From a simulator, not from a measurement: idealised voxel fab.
The document below concerns the process module designated voxel air gaps.
The cross-section shown here is cut; it is 205 nm wide and divided into square cells measuring 5 nm on a side.
Square cells in a grid make up a cross-section in this document, and the grid is given as bands, listed from the top down, each one or more rows of cells.
Look at the band entry: it leads with the top's height and the bottom's height in nm. Then it lists the materials left to right, with a width in nm for each. The word "everywhere" on a single material says that material fills the band edge to edge. The word "empty" is empty space.
Heights are reckoned from 0. Under this level, the received wafer is all of one material. The bottommost band is open-ended downward, for example "0 down".
Think of "30 to 40" as a width that walks from the first number to the second as you go down the band, top row to bottom row, taking equal-sized steps from row to row.
Step marked "nothing got changed"? Then no cell in the cross-section changed in it.
"Sealed internal cavities" contains a list of empty spaces, each no smaller than 8 cells and without an open way to the top, written in the form width x height at distance with the distance from the left edge and all three in nm.
Note: text after step settings on the step line = simulator remark on that step.
overlay nm: mask right of planned place by this much (step with mask). Neg. = left.

### Process steps (planned)
| 1 | RECEIVE [material Si] |
| 2 | CONFORMAL_DEP [material SiO2] [thk nm 10] |
| 3 | CONFORMAL_DEP [material SiN] [thk nm 5] |
| 4 | DIRECTIONAL_DEP [material lowk] [thk nm 35] |
| 5 | PATTERN [tone open] [mask id LINES] [material resist] [width nm 20] [pitch nm 50] [thk nm 20] [overlay nm 0] |
| 6 | DIRECTIONAL_ETCH [etch materials lowk] [depth nm 35] |
| 7 | STRIP [etch materials resist] |
| 8 | CONFORMAL_DEP [material TiN] [thk nm 5] |
| 9 | FILL_DEP [material Cu] [thk nm 10] |
| 10 | CMP [height nm 50] |
| 11 | EPI [material Ru] [thk nm 10] |
| 12 | SELECTIVE_ETCH [etch materials lowk] [depth nm 45] |
| 13 | CONFORMAL_DEP [material SiCN] [thk nm 5] |

### As-received wafer cross-section (after step 1)
* 0 down = Si everywhere
* Sealed internal cavities: none

### Cross-sectional view of the first of the two wafers upon completion of the module, processed in accordance with the plan
* 65 to 60 = empty: 25, SiCN: 150, empty: 30
* 60 to 50 = empty: 25, SiCN: 5, Ru: 40, SiCN: 10, Ru: 40, SiCN: 10, Ru: 40, SiCN: 5, empty: 30
* 50 to 45 = empty: 25, SiCN: 15, TiN: 5, Cu: 10, TiN: 5, SiCN: 30, TiN: 5, Cu: 10, TiN: 5, SiCN: 30, TiN: 5, Cu: 10, TiN: 5, SiCN: 15, empty: 30
* 45 to 20 = empty: 35, SiCN: 5, TiN: 5, Cu: 10, TiN: 5, SiCN: 5, empty: 20, SiCN: 5, TiN: 5, Cu: 10, TiN: 5, SiCN: 5, empty: 20, SiCN: 5, TiN: 5, Cu: 10, TiN: 5, SiCN: 5, empty: 40
* 20 to 15 = SiCN: 40, TiN: 20, SiCN: 30, TiN: 20, SiCN: 30, TiN: 20, SiCN: 45
* 15 to 10 = SiN everywhere
* 10 to 0 = SiO2 everywhere
* 0 down = Si everywhere
* Sealed internal cavities: 20 x 25 at 65; 20 x 25 at 115

### Module end: cross-section of wafer two of two. Same start and process plan as the first wafer. One mistake during execution
* 55 to 50 = empty: 25, SiCN: 150, empty: 30
* 50 to 40 = empty: 25, SiCN: 5, Ru: 40, SiCN: 10, Ru: 40, SiCN: 10, Ru: 40, SiCN: 5, empty: 30
* 40 to 35 = empty: 25, SiCN: 15, TiN: 5, Cu: 10, TiN: 5, SiCN: 30, TiN: 5, Cu: 10, TiN: 5, SiCN: 30, TiN: 5, Cu: 10, TiN: 5, SiCN: 15, empty: 30
* 35 to 20 = empty: 35, SiCN: 5, TiN: 5, Cu: 10, TiN: 5, SiCN: 5, empty: 20, SiCN: 5, TiN: 5, Cu: 10, TiN: 5, SiCN: 5, empty: 20, SiCN: 5, TiN: 5, Cu: 10, TiN: 5, SiCN: 5, empty: 40
* 20 to 15 = SiCN: 40, TiN: 20, SiCN: 30, TiN: 20, SiCN: 30, TiN: 20, SiCN: 45
* 15 to 10 = SiN everywhere
* 10 to 0 = SiO2 everywhere
* 0 down = Si everywhere
* Sealed internal cavities: 20 x 15 at 65; 20 x 15 at 115
Run error: in deviation from the planned setting, step 10 was conducted as CMP [height nm 40]
The second wafer ends with more or fewer cells of some materials than the first, per final count: Cu: 12 fewer, SiCN: 12 fewer, TiN: 12 fewer
